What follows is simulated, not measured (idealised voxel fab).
Process module name: voxel wiring stack
The cross-section on display is named cut; it measures 155 nm wide, and its cells are 5 nm squares.
Bands, listed from the top down, are how a cross-section gets written in this document; the cross-section itself is a grid of square cells, and a band is one or more rows of them.
Read a band's entry like this: the first values are the height of its top and the height of its bottom in nm, and what follows is the sequence of materials from left to right, each with its width in nm. Note that "empty" is empty space, and that a single material marked "edge to edge" reaches across the band from edge to edge.
A quick word on heights: they are counted from 0, and under that level the wafer as it came to us is one material throughout. The lowest band is different from the rest in having no bottom; it simply continues downward, written as in "0 -> down".
The two numbers in a width such as "30..40" mark its ends across the band: the first belongs to the top row of cells, the second to the bottom row, and from each row to the next the width moves by the same amount.
"stayed the same" means the step left every cell of the cross-section as it was.
"Trapped cavities" means: voids of 8 cells or more that are shut off from the top with no open way through. Written width x height at distance, distance from the left edge, in nm.
Note: text after step settings on the step line = simulator remark on that step.
overlay nm: mask right of planned place by this much (step with mask). Neg. = left.

## plan
step 1: RECEIVE,material Si
step 2: CONFORMAL_DEP,material SiO2,thk nm 10
step 3: DIRECTIONAL_DEP,material TiN,thk nm 5
step 4: DIRECTIONAL_DEP,material Ru,thk nm 25
step 5: DIRECTIONAL_DEP,material aC,thk nm 15
step 6: PATTERN,tone cover,mask id METAL_1,material resist,width nm 20,pitch nm 50,thk nm 35,overlay nm 0
step 7: DIRECTIONAL_ETCH,etch materials aC,depth nm 15
step 8: STRIP,etch materials resist
step 9: DIRECTIONAL_ETCH,etch materials Ru,depth nm 25
step 10: DIRECTIONAL_ETCH,etch materials TiN,depth nm 5
step 11: STRIP,etch materials aC
step 12: CONFORMAL_DEP,material SiCN,thk nm 5
step 13: FILL_DEP,material SiO2,thk nm 10
step 14: CMP,height nm 40
step 15: CONFORMAL_DEP,material SiCN,thk nm 5
step 16: DIRECTIONAL_DEP,material SiO2,thk nm 30
step 17: MASKED_ETCH,tone open,mask id METAL_2,width nm 20,pitch nm 50,etch materials SiO2,depth nm 20,overlay nm 0
step 18: PATTERN,tone open,mask id METAL_2_HOLES,material resist,width nm 15,pitch nm 100,thk nm 20,overlay nm 0
step 19: DIRECTIONAL_ETCH,etch materials SiO2,depth nm 10
step 20: DIRECTIONAL_ETCH,etch materials SiCN,depth nm 5
step 21: STRIP,etch materials resist
step 22: CONFORMAL_DEP,material TiN,thk nm 5
step 23: FILL_DEP,material Cu,thk nm 10
step 24: CMP,height nm 75
step 25: CONFORMAL_DEP,material SiCN,thk nm 5

## Cross-section: wafer on arrival = after step 1
    0 -> down  Si edge to edge
    Trapped cavities: none

## Post-module cross-section: identical start and plan to those above, one misstep in execution
    80 -> 75  SiCN edge to edge
    75 -> 65  15 nm SiO2, 5 nm TiN, 15..10 nm Cu, 5..10 nm TiN, 25 nm SiO2, 5 nm TiN, 10 nm Cu, 5 nm TiN, 30 nm SiO2, 5 nm TiN, 15..10 nm Cu, 5..10 nm TiN, 15 nm SiO2
    65 -> 60  15 nm SiO2, 5 nm TiN, 10 nm Cu, 5 nm TiN, 30 nm SiO2, 5 nm TiN, 10 nm Cu, 5 nm TiN, 30 nm SiO2, 5 nm TiN, 10 nm Cu, 5 nm TiN, 20 nm SiO2
    60 -> 55  15 nm SiO2, 20 nm TiN, 30 nm SiO2, 20 nm TiN, 30 nm SiO2, 20 nm TiN, 20 nm SiO2
    55 -> 45  25 nm SiO2, 10 nm TiN, 90 nm SiO2, 10 nm TiN, 20 nm SiO2
    45 -> 40  25 nm SiCN, 10 nm TiN, 90 nm SiCN, 10 nm TiN, 20 nm SiCN
    40 -> 15  10 nm SiO2, 5 nm SiCN, 20 nm Ru, 5 nm SiCN, 20 nm SiO2, 5 nm SiCN, 20 nm Ru, 5 nm SiCN, 20 nm SiO2, 5 nm SiCN, 20 nm Ru, 5 nm SiCN, 15 nm SiO2
    15 -> 10  15 nm SiCN, 20 nm TiN, 30 nm SiCN, 20 nm TiN, 30 nm SiCN, 20 nm TiN, 20 nm SiCN
    10 -> 0  SiO2 edge to edge
    0 -> down  Si edge to edge
    Trapped cavities: none
In executing the process, a mistake was made relative to the plan: step 18 off recipe, ran as PATTERN,tone open,mask id METAL_2_HOLES,material resist,width nm 15,pitch nm 100,thk nm 20,overlay nm 10
